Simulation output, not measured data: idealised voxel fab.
process module | voxel air gaps
cross-section cut | 235 nm wide | cells 5 nm
A cross-section is a grid of square cells, given in bands from the top down. A band is one or more rows of cells.
Each band's line starts with the height of the band's top and of its bottom, in nm. Then come its materials from left to right, each with its width in nm. One material with "throughout" fills the band from edge to edge. "air" is empty space.
Height 0 is the level under which the wafer as received is all one material. The lowest band goes on downwards, as in "0 down".
A width such as "30 to 40" changes by the same amount from each row of cells to the next, from the band's top row to its bottom row.
"no change" after a step means that no cell of the cross-section changed.
closed voids: empty space of 8 cells or more with no open way to the top, each as width x height at its distance from the left edge, in nm
after a step's settings: what the simulator itself notes on the step
overlay nm, on a step with a mask: how far to the right of its planned place the mask lay; to the left if negative
plan
1 op RECEIVE | material Si
2 op CONFORMAL_DEP | material SiO2 | thk nm 10
3 op CONFORMAL_DEP | material SiN | thk nm 5
4 op DIRECTIONAL_DEP | material SiO2 | thk nm 40
5 op DIRECTIONAL_DEP | material aC | thk nm 15
6 op PATTERN | tone open | mask id LINES | material resist | width nm 25 | pitch nm 55 | thk nm 30 | overlay nm 0
7 op DIRECTIONAL_ETCH | etch materials aC | depth nm 15
8 op STRIP | etch materials resist
9 op DIRECTIONAL_ETCH | etch materials SiO2 | depth nm 40
10 op STRIP | etch materials aC
11 op CONFORMAL_DEP | material TiN | thk nm 5
12 op FILL_DEP | material Cu | thk nm 5
13 op CMP | height nm 55
14 op EPI | material Ru | thk nm 10
15 op SELECTIVE_ETCH | etch materials SiO2 | depth nm 50
16 op CONFORMAL_DEP | material SiCN | thk nm 5
first wafer, as planned
as received, after step 1
  0 down: Si throughout
  closed voids: none
after step 2
  10 to 0: SiO2 throughout
  below 0: unchanged
after step 3
  15 to 10: SiN throughout
  below 10: unchanged
after step 4
  55 to 15: SiO2 throughout
  below 15: unchanged
after step 5
  70 to 55: aC throughout
  below 55: unchanged
after step 6
  100 to 70: resist 20 | air 25 | resist 30 | air 25 | resist 30 | air 25 | resist 30 | air 25 | resist 25
  below 70: unchanged
after step 7
  85 to 70: resist 20 | air 25 | resist 30 | air 25 | resist 30 | air 25 | resist 30 | air 25 | resist 25
  70 to 55: aC 20 | air 25 | aC 30 | air 25 | aC 30 | air 25 | aC 30 | air 25 | aC 25
  below 55: unchanged
after step 8
  70 to 55: aC 20 | air 25 | aC 30 | air 25 | aC 30 | air 25 | aC 30 | air 25 | aC 25
  below 55: unchanged
after step 9
  70 to 55: aC 20 | air 25 | aC 30 | air 25 | aC 30 | air 25 | aC 30 | air 25 | aC 25
  55 to 15: SiO2 20 | air 25 | SiO2 30 | air 25 | SiO2 30 | air 25 | SiO2 30 | air 25 | SiO2 25
  below 15: unchanged
after step 10
  55 to 15: SiO2 20 | air 25 | SiO2 30 | air 25 | SiO2 30 | air 25 | SiO2 30 | air 25 | SiO2 25
  below 15: unchanged
after step 11
  60 to 55: TiN 25 | air 15 | TiN 40 | air 15 | TiN 40 | air 15 | TiN 40 | air 15 | TiN 30
  55 to 20: SiO2 20 | TiN 5 | air 15 | TiN 5 | SiO2 30 | TiN 5 | air 15 | TiN 5 | SiO2 30 | TiN 5 | air 15 | TiN 5 | SiO2 30 | TiN 5 | air 15 | TiN 5 | SiO2 25
  20 to 15: SiO2 20 | TiN 25 | SiO2 30 | TiN 25 | SiO2 30 | TiN 25 | SiO2 30 | TiN 25 | SiO2 25
  below 15: unchanged
after step 12
  65 to 60: Cu throughout
  60 to 55: TiN 25 | Cu 15 | TiN 40 | Cu 15 | TiN 40 | Cu 15 | TiN 40 | Cu 15 | TiN 30
  55 to 20: SiO2 20 | TiN 5 | Cu 15 | TiN 5 | SiO2 30 | TiN 5 | Cu 15 | TiN 5 | SiO2 30 | TiN 5 | Cu 15 | TiN 5 | SiO2 30 | TiN 5 | Cu 15 | TiN 5 | SiO2 25
  below 20: unchanged
after step 13
  55 to 20: SiO2 20 | TiN 5 | Cu 15 | TiN 5 | SiO2 30 | TiN 5 | Cu 15 | TiN 5 | SiO2 30 | TiN 5 | Cu 15 | TiN 5 | SiO2 30 | TiN 5 | Cu 15 | TiN 5 | SiO2 25
  below 20: unchanged
after step 14
  65 to 55: air 10 | Ru 45 | air 10 | Ru 45 | air 10 | Ru 45 | air 10 | Ru 45 | air 15
  below 55: unchanged
after step 15
  65 to 55: air 10 | Ru 45 | air 10 | Ru 45 | air 10 | Ru 45 | air 10 | Ru 45 | air 15
  55 to 20: air 20 | TiN 5 | Cu 15 | TiN 5 | air 30 | TiN 5 | Cu 15 | TiN 5 | air 30 | TiN 5 | Cu 15 | TiN 5 | air 30 | TiN 5 | Cu 15 | TiN 5 | air 25
  20 to 15: air 20 | TiN 25 | air 30 | TiN 25 | air 30 | TiN 25 | air 30 | TiN 25 | air 25
  below 15: unchanged
after step 16
  70 to 65: air 5 | SiCN 220 | air 10
  65 to 55: air 5 | SiCN 5 | Ru 45 | SiCN 10 | Ru 45 | SiCN 10 | Ru 45 | SiCN 10 | Ru 45 | SiCN 5 | air 10
  55 to 50: air 5 | SiCN 15 | TiN 5 | Cu 15 | TiN 5 | SiCN 30 | TiN 5 | Cu 15 | TiN 5 | SiCN 30 | TiN 5 | Cu 15 | TiN 5 | SiCN 30 | TiN 5 | Cu 15 | TiN 5 | SiCN 15 | air 10
  50 to 20: air 15 | SiCN 5 | TiN 5 | Cu 15 | TiN 5 | SiCN 5 | air 20 | SiCN 5 | TiN 5 | Cu 15 | TiN 5 | SiCN 5 | air 20 | SiCN 5 | TiN 5 | Cu 15 | TiN 5 | SiCN 5 | air 20 | SiCN 5 | TiN 5 | Cu 15 | TiN 5 | SiCN 5 | air 20
  20 to 15: SiCN 20 | TiN 25 | SiCN 30 | TiN 25 | SiCN 30 | TiN 25 | SiCN 30 | TiN 25 | SiCN 25
  below 15: unchanged
  closed voids: 20 x 30 at 50; 20 x 30 at 105; 20 x 30 at 160
second wafer: like start, like plan, one mistake. Through step 2 it matches the first wafer
when step 3 should have ended
  50 to 0: SiO2 throughout
  below 0: unchanged
when step 4 should have ended
  55 to 50: SiN throughout
  below 50: unchanged
when step 5 should have ended
  70 to 55: aC throughout
  below 55: unchanged
when step 6 should have ended
  100 to 70: resist 20 | air 25 | resist 30 | air 25 | resist 30 | air 25 | resist 30 | air 25 | resist 25
  below 70: unchanged
when step 7 should have ended
  85 to 70: resist 20 | air 25 | resist 30 | air 25 | resist 30 | air 25 | resist 30 | air 25 | resist 25
  70 to 55: aC 20 | air 25 | aC 30 | air 25 | aC 30 | air 25 | aC 30 | air 25 | aC 25
  below 55: unchanged
when step 8 should have ended
  70 to 55: aC 20 | air 25 | aC 30 | air 25 | aC 30 | air 25 | aC 30 | air 25 | aC 25
  below 55: unchanged
when step 9 should have ended: no change
when step 10 should have ended
  55 to 50: SiN throughout
  below 50: unchanged
when step 11 should have ended
  60 to 55: TiN throughout
  below 55: unchanged
when step 12 should have ended
  65 to 60: Cu throughout
  below 60: unchanged
when step 13 should have ended
  55 to 50: SiN throughout
  below 50: unchanged
when step 14 should have ended: no change
when step 15 should have ended: no change
when step 16 should have ended
  60 to 55: SiCN throughout
  below 55: unchanged
what went wrong: steps 3 and 4 were swapped
at the end the second wafer has, in cells: 84 fewer of Cu | 72 fewer of Ru | 112 fewer of SiCN | 376 more of SiO2 | 76 fewer of TiN
closed voids at the end (first wafer, second wafer): 3, 0
